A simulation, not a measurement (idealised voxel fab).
Presented below is a process module, voxel self aligned contacts.
We display cut, a cross-section 170 nm in width whose square cells are each 5 nm.
The cross-sections in this document take the form of a grid made of square cells. They are written out as bands, in order from top to bottom. Each band consists of one or more rows of cells. Basically the band line says how high the top is and how high the bottom is, in nm, and then what's in it from left to right, every material with its width in nm. Empty space shows up as "empty", and if a single material carries "edge to edge" it runs the full band edge to edge. The level at which height equals 0 is the one under which the wafer, as it arrives, is entirely one material. No lower edge exists for the bottom band, which continues downward and is notated as in "0 nm and below". Note: "30->40" means the width goes from the first number (top row of the band) to the second number (bottom row) in equal steps per row of cells. Take "no change occurred" at face value: in the step it is given for, the cross-section changed in none of its cells. Closed empty spaces (no open way to the top) of 8 cells or more are what "Voids lacking openings" lists, each as width x height at distance from the left edge, nm for all three. What comes after the settings on a step's line is commentary from the simulator itself on that step. overlay nm: mask offset rightward from planned place, masked step; negative means leftward offset. Guide to the pairs. Each holds a before and an after cross-section around one process step; the after cross-section is cut off at the lowest band that changed. Look under the pair for the step between them and its settings. Pairs can come from different runs of this module on the same starting wafer, so a pair follows on from the one above it only where its entry headed "Pre-step cross-section" says it does.

Pre-step cross-section
  0 nm and below: Si edge to edge
  Voids lacking openings: none

Post-Step Geometry
  0 nm to -5 nm: SiO2 edge to edge
  Everything below -5 is unchanged.
  Voids lacking openings: none
The step occurring between the two cross-sections depicted above is identified as OXIDIZE [depth nm 5]

Pre-step cross-section: The pre-step condition corresponds to the post-step cross-section depicted in the pair directly above.

Post-Step Geometry
  30 nm to 0 nm: polySi edge to edge
  Everything below 0 is unchanged.
  Voids lacking openings: none
The step occurring between the two cross-sections depicted above is identified as DIRECTIONAL_DEP [material polySi] [thk nm 30]

Pre-step cross-section: The pre-step condition corresponds to the post-step cross-section depicted in the pair directly above.

Post-Step Geometry
  50 nm to 30 nm: SiN edge to edge
  Everything below 30 is unchanged.
  Voids lacking openings: none
The step occurring between the two cross-sections depicted above is identified as DIRECTIONAL_DEP [material SiN] [thk nm 20]

Pre-step cross-section: The pre-step condition corresponds to the post-step cross-section depicted in the pair directly above.

Post-Step Geometry
  70 nm to 50 nm: empty (45), then resist (25), then empty (25), then resist (25), then empty (50)
  Everything below 50 is unchanged.
  Voids lacking openings: none
The step occurring between the two cross-sections depicted above is identified as PATTERN [tone cover] [mask id GATE] [material resist] [width nm 25] [pitch nm 50] [thk nm 20] [overlay nm 0]

Pre-step cross-section: The pre-step condition corresponds to the post-step cross-section depicted in the pair directly above.

Post-Step Geometry
  70 nm to 50 nm: empty (45), then resist (25), then empty (25), then resist (25), then empty (50)
  50 nm to 30 nm: empty (45), then SiN (25), then empty (25), then SiN (25), then empty (50)
  Everything below 30 is unchanged.
  Voids lacking openings: none
The step occurring between the two cross-sections depicted above is identified as DIRECTIONAL_ETCH [etch materials SiN] [depth nm 20]

Pre-step cross-section: The pre-step condition corresponds to the post-step cross-section depicted in the pair directly above.

Post-Step Geometry
  70 nm to 50 nm: empty (45), then resist (25), then empty (25), then resist (25), then empty (50)
  50 nm to 30 nm: empty (45), then SiN (25), then empty (25), then SiN (25), then empty (50)
  30 nm to 0 nm: empty (45), then polySi (25), then empty (25), then polySi (25), then empty (50)
  Everything below 0 is unchanged.
  Voids lacking openings: none
The step occurring between the two cross-sections depicted above is identified as DIRECTIONAL_ETCH [etch materials polySi] [depth nm 30]

Pre-step cross-section: The pre-step condition corresponds to the post-step cross-section depicted in the pair directly above.

Post-Step Geometry
  50 nm to 30 nm: empty (45), then SiN (25), then empty (25), then SiN (25), then empty (50)
  Everything below 30 is unchanged.
  Voids lacking openings: none
The step occurring between the two cross-sections depicted above is identified as STRIP [etch materials resist]

Pre-step cross-section: The pre-step condition corresponds to the post-step cross-section depicted in the pair directly above.

Post-Step Geometry
  55 nm to 30 nm: empty (40), then SiN (35), then empty (15), then SiN (35), then empty (45)
  30 nm to 5 nm: empty (40), then SiN (5), then polySi (25), then SiN (5), then empty (15), then SiN (5), then polySi (25), then SiN (5), then empty (45)
  5 nm to 0 nm: SiN (45), then polySi (25), then SiN (25), then polySi (25), then SiN (50)
  Everything below 0 is unchanged.
  Voids lacking openings: none
The step occurring between the two cross-sections depicted above is identified as CONFORMAL_DEP [material SiN] [thk nm 5]

Pre-step cross-section: The pre-step condition corresponds to the post-step cross-section depicted in the pair directly above.

Post-Step Geometry
  50 nm to 30 nm: empty (40), then SiN (35), then empty (15), then SiN (35), then empty (45)
  30 nm to 0 nm: empty (40), then SiN (5), then polySi (25), then SiN (5), then empty (15), then SiN (5), then polySi (25), then SiN (5), then empty (45)
  Everything below 0 is unchanged.
  Voids lacking openings: none
The step occurring between the two cross-sections depicted above is identified as DIRECTIONAL_ETCH [etch materials SiN] [depth nm 5]

Pre-step cross-section: The pre-step condition corresponds to the post-step cross-section depicted in the pair directly above.

Post-Step Geometry
  65 nm to 50 nm: SiO2 edge to edge
  50 nm to 30 nm: SiO2 (40), then SiN (35), then SiO2 (15), then SiN (35), then SiO2 (45)
  30 nm to 0 nm: SiO2 (40), then SiN (5), then polySi (25), then SiN (5), then SiO2 (15), then SiN (5), then polySi (25), then SiN (5), then SiO2 (45)
  Everything below 0 is unchanged.
  Voids lacking openings: none
The step occurring between the two cross-sections depicted above is identified as FILL_DEP [material SiO2] [thk nm 15]

Pre-step cross-section: The pre-step condition corresponds to the post-step cross-section depicted in the pair directly above.

Post-Step Geometry
  55 nm to 50 nm: SiO2 edge to edge
  Everything below 50 is unchanged.
  Voids lacking openings: none
The step occurring between the two cross-sections depicted above is identified as CMP [height nm 55]

Pre-step cross-section: The pre-step condition corresponds to the post-step cross-section depicted in the pair directly above.

Post-Step Geometry
  55 nm to 50 nm: SiO2 (65), then empty (35), then SiO2 (70)
  50 nm to 30 nm: SiO2 (40), then SiN (35), then empty (15), then SiN (35), then SiO2 (45)
  30 nm to 0 nm: SiO2 (40), then SiN (5), then polySi (25), then SiN (5), then empty (15), then SiN (5), then polySi (25), then SiN (5), then SiO2 (45)
  0 nm to -5 nm: SiO2 (75), then empty (15), then SiO2 (80)
  Everything below -5 is unchanged.
  Voids lacking openings: none
The step occurring between the two cross-sections depicted above is identified as MASKED_ETCH [tone open] [mask id CONTACT] [width nm 35] [etch materials SiO2] [depth nm 60] [overlay nm 0]

Pre-step cross-section: The pre-step condition corresponds to the post-step cross-section depicted in the pair directly above.

Post-Step Geometry
  60 nm to 55 nm: TiN (70), then empty (25), then TiN (75)
  55 nm to 50 nm: SiO2 (65), then TiN (15), then empty (5), then TiN (15), then SiO2 (70)
  50 nm to 30 nm: SiO2 (40), then SiN (35), then TiN (5), then empty (5), then TiN (5), then SiN (35), then SiO2 (45)
  30 nm to 0 nm: SiO2 (40), then SiN (5), then polySi (25), then SiN (5), then TiN (5), then empty (5), then TiN (5), then SiN (5), then polySi (25), then SiN (5), then SiO2 (45)
  0 nm to -5 nm: SiO2 (75), then TiN (15), then SiO2 (80)
  Everything below -5 is unchanged.
  Voids lacking openings: none
The step occurring between the two cross-sections depicted above is identified as CONFORMAL_DEP [material TiN] [thk nm 5]

Pre-step cross-section: The pre-step condition corresponds to the post-step cross-section depicted in the pair directly above.

Post-Step Geometry
  70 nm to 60 nm: W edge to edge
  60 nm to 55 nm: TiN (70), then W (25), then TiN (75)
  55 nm to 50 nm: SiO2 (65), then TiN (15), then W (5), then TiN (15), then SiO2 (70)
  50 nm to 30 nm: SiO2 (40), then SiN (35), then TiN (5), then W (5), then TiN (5), then SiN (35), then SiO2 (45)
  30 nm to 0 nm: SiO2 (40), then SiN (5), then polySi (25), then SiN (5), then TiN (5), then W (5), then TiN (5), then SiN (5), then polySi (25), then SiN (5), then SiO2 (45)
  Everything below 0 is unchanged.
  Voids lacking openings: none
The step occurring between the two cross-sections depicted above is identified as FILL_DEP [material W] [thk nm 10]

Pre-step cross-section: The pre-step condition corresponds to the post-step cross-section depicted in the pair directly above.

Post-Step Geometry
  55 nm to 50 nm: SiO2 (65), then TiN (15), then W (5), then TiN (15), then SiO2 (70)
  Everything below 50 is unchanged.
  Voids lacking openings: none
The step occurring between the two cross-sections depicted above is identified as CMP [height nm 55]

Pre-step cross-section: The pre-step condition corresponds to the post-step cross-section depicted in the pair directly above.

Post-Step Geometry
  60 nm to 55 nm: SiCN edge to edge
  Everything below 55 is unchanged.
  Voids lacking openings: none
The step occurring between the two cross-sections depicted above is identified as CONFORMAL_DEP [material SiCN] [thk nm 5]

Pre-step cross-section
  0 nm and below: Si edge to edge
  Voids lacking openings: none

Post-Step Geometry
  30 nm to 0 nm: polySi edge to edge
  Everything below 0 is unchanged.
  Voids lacking openings: none
The step occurring between the two cross-sections depicted above is identified as DIRECTIONAL_DEP [material polySi] [thk nm 30]

Pre-step cross-section: The pre-step condition corresponds to the post-step cross-section depicted in the pair directly above.

Post-Step Geometry
  50 nm to 30 nm: SiN edge to edge
  Everything below 30 is unchanged.
  Voids lacking openings: none
The step occurring between the two cross-sections depicted above is identified as DIRECTIONAL_DEP [material SiN] [thk nm 20]

Pre-step cross-section: The pre-step condition corresponds to the post-step cross-section depicted in the pair directly above.

Post-Step Geometry
  70 nm to 50 nm: empty (45), then resist (25), then empty (25), then resist (25), then empty (50)
  Everything below 50 is unchanged.
  Voids lacking openings: none
The step occurring between the two cross-sections depicted above is identified as PATTERN [tone cover] [mask id GATE] [material resist] [width nm 25] [pitch nm 50] [thk nm 20] [overlay nm 0]

Pre-step cross-section: The pre-step condition corresponds to the post-step cross-section depicted in the pair directly above.

Post-Step Geometry
  70 nm to 50 nm: empty (45), then resist (25), then empty (25), then resist (25), then empty (50)
  50 nm to 30 nm: empty (45), then SiN (25), then empty (25), then SiN (25), then empty (50)
  Everything below 30 is unchanged.
  Voids lacking openings: none
The step occurring between the two cross-sections depicted above is identified as DIRECTIONAL_ETCH [etch materials SiN] [depth nm 20]

Pre-step cross-section: The pre-step condition corresponds to the post-step cross-section depicted in the pair directly above.

Post-Step Geometry
  70 nm to 50 nm: empty (45), then resist (25), then empty (25), then resist (25), then empty (50)
  50 nm to 30 nm: empty (45), then SiN (25), then empty (25), then SiN (25), then empty (50)
  30 nm to 0 nm: empty (45), then polySi (25), then empty (25), then polySi (25), then empty (50)
  Everything below 0 is unchanged.
  Voids lacking openings: none
The step occurring between the two cross-sections depicted above is identified as DIRECTIONAL_ETCH [etch materials polySi] [depth nm 30]

Pre-step cross-section: The pre-step condition corresponds to the post-step cross-section depicted in the pair directly above.

Post-Step Geometry
  50 nm to 30 nm: empty (45), then SiN (25), then empty (25), then SiN (25), then empty (50)
  Everything below 30 is unchanged.
  Voids lacking openings: none
The step occurring between the two cross-sections depicted above is identified as STRIP [etch materials resist]

Pre-step cross-section: The pre-step condition corresponds to the post-step cross-section depicted in the pair directly above.

Post-Step Geometry
  55 nm to 30 nm: empty (40), then SiN (35), then empty (15), then SiN (35), then empty (45)
  30 nm to 5 nm: empty (40), then SiN (5), then polySi (25), then SiN (5), then empty (15), then SiN (5), then polySi (25), then SiN (5), then empty (45)
  5 nm to 0 nm: SiN (45), then polySi (25), then SiN (25), then polySi (25), then SiN (50)
  Everything below 0 is unchanged.
  Voids lacking openings: none
The step occurring between the two cross-sections depicted above is identified as CONFORMAL_DEP [material SiN] [thk nm 5]

Pre-step cross-section: The pre-step condition corresponds to the post-step cross-section depicted in the pair directly above.

Post-Step Geometry
  50 nm to 30 nm: empty (40), then SiN (35), then empty (15), then SiN (35), then empty (45)
  30 nm to 0 nm: empty (40), then SiN (5), then polySi (25), then SiN (5), then empty (15), then SiN (5), then polySi (25), then SiN (5), then empty (45)
  Everything below 0 is unchanged.
  Voids lacking openings: none
The step occurring between the two cross-sections depicted above is identified as DIRECTIONAL_ETCH [etch materials SiN] [depth nm 5]

Pre-step cross-section: The pre-step condition corresponds to the post-step cross-section depicted in the pair directly above.

Post-Step Geometry
  65 nm to 50 nm: SiO2 edge to edge
  50 nm to 30 nm: SiO2 (40), then SiN (35), then SiO2 (15), then SiN (35), then SiO2 (45)
  30 nm to 0 nm: SiO2 (40), then SiN (5), then polySi (25), then SiN (5), then SiO2 (15), then SiN (5), then polySi (25), then SiN (5), then SiO2 (45)
  Everything below 0 is unchanged.
  Voids lacking openings: none
The step occurring between the two cross-sections depicted above is identified as FILL_DEP [material SiO2] [thk nm 15]

Pre-step cross-section: The pre-step condition corresponds to the post-step cross-section depicted in the pair directly above.

Post-Step Geometry
  55 nm to 50 nm: SiO2 edge to edge
  Everything below 50 is unchanged.
  Voids lacking openings: none
The step occurring between the two cross-sections depicted above is identified as CMP [height nm 55]

Pre-step cross-section: The pre-step condition corresponds to the post-step cross-section depicted in the pair directly above.

Post-Step Geometry
  55 nm to 50 nm: SiO2 (65), then empty (35), then SiO2 (70)
  50 nm to 30 nm: SiO2 (40), then SiN (35), then empty (15), then SiN (35), then SiO2 (45)
  30 nm to 0 nm: SiO2 (40), then SiN (5), then polySi (25), then SiN (5), then empty (15), then SiN (5), then polySi (25), then SiN (5), then SiO2 (45)
  Everything below 0 is unchanged.
  Voids lacking openings: none
The step occurring between the two cross-sections depicted above is identified as MASKED_ETCH [tone open] [mask id CONTACT] [width nm 35] [etch materials SiO2] [depth nm 60] [overlay nm 0]

Pre-step cross-section: The pre-step condition corresponds to the post-step cross-section depicted in the pair directly above.

Post-Step Geometry
  60 nm to 55 nm: TiN (70), then empty (25), then TiN (75)
  55 nm to 50 nm: SiO2 (65), then TiN (15), then empty (5), then TiN (15), then SiO2 (70)
  50 nm to 30 nm: SiO2 (40), then SiN (35), then TiN (5), then empty (5), then TiN (5), then SiN (35), then SiO2 (45)
  30 nm to 5 nm: SiO2 (40), then SiN (5), then polySi (25), then SiN (5), then TiN (5), then empty (5), then TiN (5), then SiN (5), then polySi (25), then SiN (5), then SiO2 (45)
  5 nm to 0 nm: SiO2 (40), then SiN (5), then polySi (25), then SiN (5), then TiN (15), then SiN (5), then polySi (25), then SiN (5), then SiO2 (45)
  Everything below 0 is unchanged.
  Voids lacking openings: none
The step occurring between the two cross-sections depicted above is identified as CONFORMAL_DEP [material TiN] [thk nm 5]

Pre-step cross-section: The pre-step condition corresponds to the post-step cross-section depicted in the pair directly above.

Post-Step Geometry
  70 nm to 60 nm: W edge to edge
  60 nm to 55 nm: TiN (70), then W (25), then TiN (75)
  55 nm to 50 nm: SiO2 (65), then TiN (15), then W (5), then TiN (15), then SiO2 (70)
  50 nm to 30 nm: SiO2 (40), then SiN (35), then TiN (5), then W (5), then TiN (5), then SiN (35), then SiO2 (45)
  30 nm to 5 nm: SiO2 (40), then SiN (5), then polySi (25), then SiN (5), then TiN (5), then W (5), then TiN (5), then SiN (5), then polySi (25), then SiN (5), then SiO2 (45)
  Everything below 5 is unchanged.
  Voids lacking openings: none
The step occurring between the two cross-sections depicted above is identified as FILL_DEP [material W] [thk nm 10]

Pre-step cross-section: The pre-step condition corresponds to the post-step cross-section depicted in the pair directly above.

Post-Step Geometry
  55 nm to 50 nm: SiO2 (65), then TiN (15), then W (5), then TiN (15), then SiO2 (70)
  Everything below 50 is unchanged.
  Voids lacking openings: none
The step occurring between the two cross-sections depicted above is identified as CMP [height nm 55]

Pre-step cross-section: The pre-step condition corresponds to the post-step cross-section depicted in the pair directly above.

Post-Step Geometry
  60 nm to 55 nm: SiCN edge to edge
  Everything below 55 is unchanged.
  Voids lacking openings: none
The step occurring between the two cross-sections depicted above is identified as CONFORMAL_DEP [material SiCN] [thk nm 5]

Pre-step cross-section
  30 nm to 0 nm: polySi edge to edge
  0 nm to -5 nm: SiO2 edge to edge
  -5 nm and below: Si edge to edge
  Voids lacking openings: none

Post-Step Geometry
  60 nm to 0 nm: polySi edge to edge
  Everything below 0 is unchanged.
  Voids lacking openings: none
The step occurring between the two cross-sections depicted above is identified as DIRECTIONAL_DEP [material polySi] [thk nm 30]

Pre-step cross-section: The pre-step condition corresponds to the post-step cross-section depicted in the pair directly above.

Post-Step Geometry
  80 nm to 60 nm: SiN edge to edge
  Everything below 60 is unchanged.
  Voids lacking openings: none
The step occurring between the two cross-sections depicted above is identified as DIRECTIONAL_DEP [material SiN] [thk nm 20]

Pre-step cross-section: The pre-step condition corresponds to the post-step cross-section depicted in the pair directly above.

Post-Step Geometry
  100 nm to 80 nm: empty (45), then resist (25), then empty (25), then resist (25), then empty (50)
  Everything below 80 is unchanged.
  Voids lacking openings: none
The step occurring between the two cross-sections depicted above is identified as PATTERN [tone cover] [mask id GATE] [material resist] [width nm 25] [pitch nm 50] [thk nm 20] [overlay nm 0]

Pre-step cross-section: The pre-step condition corresponds to the post-step cross-section depicted in the pair directly above.

Post-Step Geometry
  100 nm to 80 nm: empty (45), then resist (25), then empty (25), then resist (25), then empty (50)
  80 nm to 60 nm: empty (45), then SiN (25), then empty (25), then SiN (25), then empty (50)
  Everything below 60 is unchanged.
  Voids lacking openings: none
The step occurring between the two cross-sections depicted above is identified as DIRECTIONAL_ETCH [etch materials SiN] [depth nm 20]

Pre-step cross-section: The pre-step condition corresponds to the post-step cross-section depicted in the pair directly above.

Post-Step Geometry
  100 nm to 80 nm: empty (45), then resist (25), then empty (25), then resist (25), then empty (50)
  80 nm to 60 nm: empty (45), then SiN (25), then empty (25), then SiN (25), then empty (50)
  60 nm to 30 nm: empty (45), then polySi (25), then empty (25), then polySi (25), then empty (50)
  Everything below 30 is unchanged.
  Voids lacking openings: none
The step occurring between the two cross-sections depicted above is identified as DIRECTIONAL_ETCH [etch materials polySi] [depth nm 30]

Pre-step cross-section: The pre-step condition corresponds to the post-step cross-section depicted in the pair directly above.

Post-Step Geometry
  80 nm to 60 nm: empty (45), then SiN (25), then empty (25), then SiN (25), then empty (50)
  Everything below 60 is unchanged.
  Voids lacking openings: none
The step occurring between the two cross-sections depicted above is identified as STRIP [etch materials resist]

Pre-step cross-section: The pre-step condition corresponds to the post-step cross-section depicted in the pair directly above.

Post-Step Geometry
  85 nm to 60 nm: empty (40), then SiN (35), then empty (15), then SiN (35), then empty (45)
  60 nm to 35 nm: empty (40), then SiN (5), then polySi (25), then SiN (5), then empty (15), then SiN (5), then polySi (25), then SiN (5), then empty (45)
  35 nm to 30 nm: SiN (45), then polySi (25), then SiN (25), then polySi (25), then SiN (50)
  Everything below 30 is unchanged.
  Voids lacking openings: none
The step occurring between the two cross-sections depicted above is identified as CONFORMAL_DEP [material SiN] [thk nm 5]

Pre-step cross-section: The pre-step condition corresponds to the post-step cross-section depicted in the pair directly above.

Post-Step Geometry
  80 nm to 60 nm: empty (40), then SiN (35), then empty (15), then SiN (35), then empty (45)
  60 nm to 30 nm: empty (40), then SiN (5), then polySi (25), then SiN (5), then empty (15), then SiN (5), then polySi (25), then SiN (5), then empty (45)
  Everything below 30 is unchanged.
  Voids lacking openings: none
The step occurring between the two cross-sections depicted above is identified as DIRECTIONAL_ETCH [etch materials SiN] [depth nm 5]

Pre-step cross-section: The pre-step condition corresponds to the post-step cross-section depicted in the pair directly above.

Post-Step Geometry
  95 nm to 80 nm: SiO2 edge to edge
  80 nm to 60 nm: SiO2 (40), then SiN (35), then SiO2 (15), then SiN (35), then SiO2 (45)
  60 nm to 30 nm: SiO2 (40), then SiN (5), then polySi (25), then SiN (5), then SiO2 (15), then SiN (5), then polySi (25), then SiN (5), then SiO2 (45)
  Everything below 30 is unchanged.
  Voids lacking openings: none
The step occurring between the two cross-sections depicted above is identified as FILL_DEP [material SiO2] [thk nm 15]

Pre-step cross-section: The pre-step condition corresponds to the post-step cross-section depicted in the pair directly above.

Post-Step Geometry
  55 nm to 30 nm: SiO2 (40), then SiN (5), then polySi (25), then SiN (5), then SiO2 (15), then SiN (5), then polySi (25), then SiN (5), then SiO2 (45)
  Everything below 30 is unchanged.
  Voids lacking openings: none
The step occurring between the two cross-sections depicted above is identified as CMP [height nm 55]

Pre-step cross-section: The pre-step condition corresponds to the post-step cross-section depicted in the pair directly above.

Post-Step Geometry
  55 nm to 30 nm: SiO2 (40), then SiN (5), then polySi (25), then SiN (5), then empty (15), then SiN (5), then polySi (25), then SiN (5), then SiO2 (45)
  Everything below 30 is unchanged.
  Voids lacking openings: none
The step occurring between the two cross-sections depicted above is identified as MASKED_ETCH [tone open] [mask id CONTACT] [width nm 35] [etch materials SiO2] [depth nm 60] [overlay nm 0]

Pre-step cross-section: The pre-step condition corresponds to the post-step cross-section depicted in the pair directly above.

Post-Step Geometry
  60 nm to 55 nm: TiN (80), then empty (5), then TiN (85)
  55 nm to 35 nm: SiO2 (40), then SiN (5), then polySi (25), then SiN (5), then TiN (5), then empty (5), then TiN (5), then SiN (5), then polySi (25), then SiN (5), then SiO2 (45)
  35 nm to 30 nm: SiO2 (40), then SiN (5), then polySi (25), then SiN (5), then TiN (15), then SiN (5), then polySi (25), then SiN (5), then SiO2 (45)
  Everything below 30 is unchanged.
  Voids lacking openings: none
The step occurring between the two cross-sections depicted above is identified as CONFORMAL_DEP [material TiN] [thk nm 5]

Pre-step cross-section: The pre-step condition corresponds to the post-step cross-section depicted in the pair directly above.

Post-Step Geometry
  70 nm to 60 nm: W edge to edge
  60 nm to 55 nm: TiN (80), then W (5), then TiN (85)
  55 nm to 35 nm: SiO2 (40), then SiN (5), then polySi (25), then SiN (5), then TiN (5), then W (5), then TiN (5), then SiN (5), then polySi (25), then SiN (5), then SiO2 (45)
  Everything below 35 is unchanged.
  Voids lacking openings: none
The step occurring between the two cross-sections depicted above is identified as FILL_DEP [material W] [thk nm 10]

Pre-step cross-section: The pre-step condition corresponds to the post-step cross-section depicted in the pair directly above.

Post-Step Geometry
  55 nm to 35 nm: SiO2 (40), then SiN (5), then polySi (25), then SiN (5), then TiN (5), then W (5), then TiN (5), then SiN (5), then polySi (25), then SiN (5), then SiO2 (45)
  Everything below 35 is unchanged.
  Voids lacking openings: none
The step occurring between the two cross-sections depicted above is identified as CMP [height nm 55]

Pre-step cross-section: The pre-step condition corresponds to the post-step cross-section depicted in the pair directly above.

Post-Step Geometry
  60 nm to 55 nm: SiCN edge to edge
  Everything below 55 is unchanged.
  Voids lacking openings: none
The step occurring between the two cross-sections depicted above is identified as CONFORMAL_DEP [material SiCN] [thk nm 5]

Pre-step cross-section
  50 nm to 30 nm: empty (45), then SiN (25), then empty (25), then SiN (25), then empty (50)
  30 nm to 0 nm: empty (45), then polySi (25), then empty (25), then polySi (25), then empty (50)
  0 nm to -5 nm: SiO2 edge to edge
  -5 nm and below: Si edge to edge
  Voids lacking openings: none

Post-Step Geometry
  45 nm to 30 nm: empty (45), then SiN (25), then empty (25), then SiN (25), then empty (50)
  Everything below 30 is unchanged.
  Voids lacking openings: none
The step occurring between the two cross-sections depicted above is identified as DIRECTIONAL_ETCH [etch materials SiN] [depth nm 5]

Pre-step cross-section: The pre-step condition corresponds to the post-step cross-section depicted in the pair directly above.

Post-Step Geometry
  50 nm to 30 nm: empty (40), then SiN (35), then empty (15), then SiN (35), then empty (45)
  30 nm to 5 nm: empty (40), then SiN (5), then polySi (25), then SiN (5), then empty (15), then SiN (5), then polySi (25), then SiN (5), then empty (45)
  5 nm to 0 nm: SiN (45), then polySi (25), then SiN (25), then polySi (25), then SiN (50)
  Everything below 0 is unchanged.
  Voids lacking openings: none
The step occurring between the two cross-sections depicted above is identified as CONFORMAL_DEP [material SiN] [thk nm 5]

Pre-step cross-section: The pre-step condition corresponds to the post-step cross-section depicted in the pair directly above.

Post-Step Geometry
  65 nm to 50 nm: SiO2 edge to edge
  50 nm to 30 nm: SiO2 (40), then SiN (35), then SiO2 (15), then SiN (35), then SiO2 (45)
  30 nm to 5 nm: SiO2 (40), then SiN (5), then polySi (25), then SiN (5), then SiO2 (15), then SiN (5), then polySi (25), then SiN (5), then SiO2 (45)
  Everything below 5 is unchanged.
  Voids lacking openings: none
The step occurring between the two cross-sections depicted above is identified as FILL_DEP [material SiO2] [thk nm 15]

Pre-step cross-section: The pre-step condition corresponds to the post-step cross-section depicted in the pair directly above.

Post-Step Geometry
  55 nm to 50 nm: SiO2 edge to edge
  Everything below 50 is unchanged.
  Voids lacking openings: none
The step occurring between the two cross-sections depicted above is identified as CMP [height nm 55]

Pre-step cross-section: The pre-step condition corresponds to the post-step cross-section depicted in the pair directly above.

Post-Step Geometry
  55 nm to 50 nm: SiO2 (65), then empty (35), then SiO2 (70)
  50 nm to 30 nm: SiO2 (40), then SiN (35), then empty (15), then SiN (35), then SiO2 (45)
  30 nm to 5 nm: SiO2 (40), then SiN (5), then polySi (25), then SiN (5), then empty (15), then SiN (5), then polySi (25), then SiN (5), then SiO2 (45)
  Everything below 5 is unchanged.
  Voids lacking openings: none
The step occurring between the two cross-sections depicted above is identified as MASKED_ETCH [tone open] [mask id CONTACT] [width nm 35] [etch materials SiO2] [depth nm 60] [overlay nm 0]

Pre-step cross-section: The pre-step condition corresponds to the post-step cross-section depicted in the pair directly above.

Post-Step Geometry
  60 nm to 55 nm: TiN (70), then empty (25), then TiN (75)
  55 nm to 50 nm: SiO2 (65), then TiN (15), then empty (5), then TiN (15), then SiO2 (70)
  50 nm to 30 nm: SiO2 (40), then SiN (35), then TiN (5), then empty (5), then TiN (5), then SiN (35), then SiO2 (45)
  30 nm to 10 nm: SiO2 (40), then SiN (5), then polySi (25), then SiN (5), then TiN (5), then empty (5), then TiN (5), then SiN (5), then polySi (25), then SiN (5), then SiO2 (45)
  10 nm to 5 nm: SiO2 (40), then SiN (5), then polySi (25), then SiN (5), then TiN (15), then SiN (5), then polySi (25), then SiN (5), then SiO2 (45)
  Everything below 5 is unchanged.
  Voids lacking openings: none
The step occurring between the two cross-sections depicted above is identified as CONFORMAL_DEP [material TiN] [thk nm 5]

Pre-step cross-section: The pre-step condition corresponds to the post-step cross-section depicted in the pair directly above.

Post-Step Geometry
  70 nm to 60 nm: W edge to edge
  60 nm to 55 nm: TiN (70), then W (25), then TiN (75)
  55 nm to 50 nm: SiO2 (65), then TiN (15), then W (5), then TiN (15), then SiO2 (70)
  50 nm to 30 nm: SiO2 (40), then SiN (35), then TiN (5), then W (5), then TiN (5), then SiN (35), then SiO2 (45)
  30 nm to 10 nm: SiO2 (40), then SiN (5), then polySi (25), then SiN (5), then TiN (5), then W (5), then TiN (5), then SiN (5), then polySi (25), then SiN (5), then SiO2 (45)
  Everything below 10 is unchanged.
  Voids lacking openings: none
The step occurring between the two cross-sections depicted above is identified as FILL_DEP [material W] [thk nm 10]

Pre-step cross-section: The pre-step condition corresponds to the post-step cross-section depicted in the pair directly above.

Post-Step Geometry
  55 nm to 50 nm: SiO2 (65), then TiN (15), then W (5), then TiN (15), then SiO2 (70)
  Everything below 50 is unchanged.
  Voids lacking openings: none
The step occurring between the two cross-sections depicted above is identified as CMP [height nm 55]

Pre-step cross-section: The pre-step condition corresponds to the post-step cross-section depicted in the pair directly above.

Post-Step Geometry
  60 nm to 55 nm: SiCN edge to edge
  Everything below 55 is unchanged.
  Voids lacking openings: none
The step occurring between the two cross-sections depicted above is identified as CONFORMAL_DEP [material SiCN] [thk nm 5]

Pre-step cross-section
  70 nm to 50 nm: empty (45), then resist (25), then empty (25), then resist (25), then empty (50)
  50 nm to 30 nm: SiN edge to edge
  30 nm to 0 nm: polySi edge to edge
  0 nm to -5 nm: SiO2 edge to edge
  -5 nm and below: Si edge to edge
  Voids lacking openings: none

Post-Step Geometry
  70 nm to 50 nm: empty (45), then resist (25), then empty (25), then resist (25), then empty (50)
  50 nm to 35 nm: empty (45), then SiN (25), then empty (25), then SiN (25), then empty (50)
  Everything below 35 is unchanged.
  Voids lacking openings: none
The step occurring between the two cross-sections depicted above is identified as DIRECTIONAL_ETCH [etch materials SiN] [depth nm 15]

Pre-step cross-section: The pre-step condition corresponds to the post-step cross-section depicted in the pair directly above.

Post-Step Geometry
  50 nm to 35 nm: empty (45), then SiN (25), then empty (25), then SiN (25), then empty (50)
  Everything below 35 is unchanged.
  Voids lacking openings: none
The step occurring between the two cross-sections depicted above is identified as STRIP [etch materials resist]

Pre-step cross-section: The pre-step condition corresponds to the post-step cross-section depicted in the pair directly above.

Post-Step Geometry
  55 nm to 40 nm: empty (40), then SiN (35), then empty (15), then SiN (35), then empty (45)
  40 nm to 30 nm: SiN edge to edge
  Everything below 30 is unchanged.
  Voids lacking openings: none
The step occurring between the two cross-sections depicted above is identified as CONFORMAL_DEP [material SiN] [thk nm 5]

Pre-step cross-section: The pre-step condition corresponds to the post-step cross-section depicted in the pair directly above.

Post-Step Geometry
  50 nm to 35 nm: empty (40), then SiN (35), then empty (15), then SiN (35), then empty (45)
  Everything below 35 is unchanged.
  Voids lacking openings: none
The step occurring between the two cross-sections depicted above is identified as DIRECTIONAL_ETCH [etch materials SiN] [depth nm 5]

Pre-step cross-section: The pre-step condition corresponds to the post-step cross-section depicted in the pair directly above.

Post-Step Geometry
  65 nm to 50 nm: SiO2 edge to edge
  50 nm to 35 nm: SiO2 (40), then SiN (35), then SiO2 (15), then SiN (35), then SiO2 (45)
  Everything below 35 is unchanged.
  Voids lacking openings: none
The step occurring between the two cross-sections depicted above is identified as FILL_DEP [material SiO2] [thk nm 15]

Pre-step cross-section: The pre-step condition corresponds to the post-step cross-section depicted in the pair directly above.

Post-Step Geometry
  55 nm to 50 nm: SiO2 edge to edge
  Everything below 50 is unchanged.
  Voids lacking openings: none
The step occurring between the two cross-sections depicted above is identified as CMP [height nm 55]

Pre-step cross-section: The pre-step condition corresponds to the post-step cross-section depicted in the pair directly above.

Post-Step Geometry
  55 nm to 50 nm: SiO2 (65), then empty (35), then SiO2 (70)
  50 nm to 35 nm: SiO2 (40), then SiN (35), then empty (15), then SiN (35), then SiO2 (45)
  Everything below 35 is unchanged.
  Voids lacking openings: none
The step occurring between the two cross-sections depicted above is identified as MASKED_ETCH [tone open] [mask id CONTACT] [width nm 35] [etch materials SiO2] [depth nm 60] [overlay nm 0]
